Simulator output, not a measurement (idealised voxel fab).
process module | voxel lift off
cross-section cut | 300 nm wide | cells 5 nm
A cross-section is a grid of square cells, given in bands from the top down. A band is one or more rows of cells.
Each band's line starts with the height of the band's top and of its bottom, in nm. Then come its materials from left to right, each with its width in nm. One material with "throughout" fills the band from edge to edge. "air" is empty space.
Height 0 is the level under which the wafer as received is all one material. The lowest band goes on downwards, as in "0 down".
A width such as "30 to 40" changes by the same amount from each row of cells to the next, from the band's top row to its bottom row.
"no change" after a step means that no cell of the cross-section changed.
closed voids: empty space of 8 cells or more with no open way to the top, each as width x height at its distance from the left edge, in nm
after a step's settings: what the simulator itself notes on the step
overlay nm, on a step with a mask: how far to the right of its planned place the mask lay; to the left if negative
plan
1 op RECEIVE | material Si
2 op CONFORMAL_DEP | material SiN | thk nm 15
3 op PATTERN | tone open | mask id LINES | material resist | width nm 30 | pitch nm 60 | thk nm 20 | overlay nm 0
4 op DIRECTIONAL_DEP | material Ru | thk nm 10
5 op STRIP | etch materials resist
6 op CONFORMAL_DEP | material SiCN | thk nm 10
first wafer, as planned
as received, after step 1
  0 down: Si throughout
  closed voids: none
after step 2
  15 to 0: SiN throughout
  below 0: unchanged
after step 3
  35 to 15: resist 75 | air 30 | resist 30 | air 30 | resist 30 | air 30 | resist 75
  below 15: unchanged
after step 4
  45 to 35: Ru 75 | air 30 | Ru 30 | air 30 | Ru 30 | air 30 | Ru 75
  35 to 25: resist 75 | air 30 | resist 30 | air 30 | resist 30 | air 30 | resist 75
  25 to 15: resist 75 | Ru 30 | resist 30 | Ru 30 | resist 30 | Ru 30 | resist 75
  below 15: unchanged
after step 5
  25 to 15: air 75 | Ru 30 | air 30 | Ru 30 | air 30 | Ru 30 | air 75
  below 15: unchanged
after step 6
  35 to 25: air 65 | SiCN 50 | air 10 | SiCN 50 | air 10 | SiCN 50 | air 65
  25 to 15: SiCN 75 | Ru 30 | SiCN 30 | Ru 30 | SiCN 30 | Ru 30 | SiCN 75
  below 15: unchanged
second wafer: like start, like plan, one mistake. Through step 2 it matches the first wafer
when step 3 should have ended
  35 to 15: resist 80 | air 20 | resist 40 | air 20 | resist 40 | air 20 | resist 80
  below 15: unchanged
when step 4 should have ended
  45 to 35: Ru 80 | air 20 | Ru 40 | air 20 | Ru 40 | air 20 | Ru 80
  35 to 25: resist 80 | air 20 | resist 40 | air 20 | resist 40 | air 20 | resist 80
  25 to 15: resist 80 | Ru 20 | resist 40 | Ru 20 | resist 40 | Ru 20 | resist 80
  below 15: unchanged
when step 5 should have ended
  25 to 15: air 80 | Ru 20 | air 40 | Ru 20 | air 40 | Ru 20 | air 80
  below 15: unchanged
when step 6 should have ended
  35 to 25: air 70 | SiCN 40 | air 20 | SiCN 40 | air 20 | SiCN 40 | air 70
  25 to 15: SiCN 80 | Ru 20 | SiCN 40 | Ru 20 | SiCN 40 | Ru 20 | SiCN 80
  below 15: unchanged
what went wrong: step 3 ran as: op PATTERN | tone open | mask id LINES | material resist | width nm 20 | pitch nm 60 | thk nm 20 | overlay nm 0
at the end the second wafer has, in cells: 12 fewer of Ru
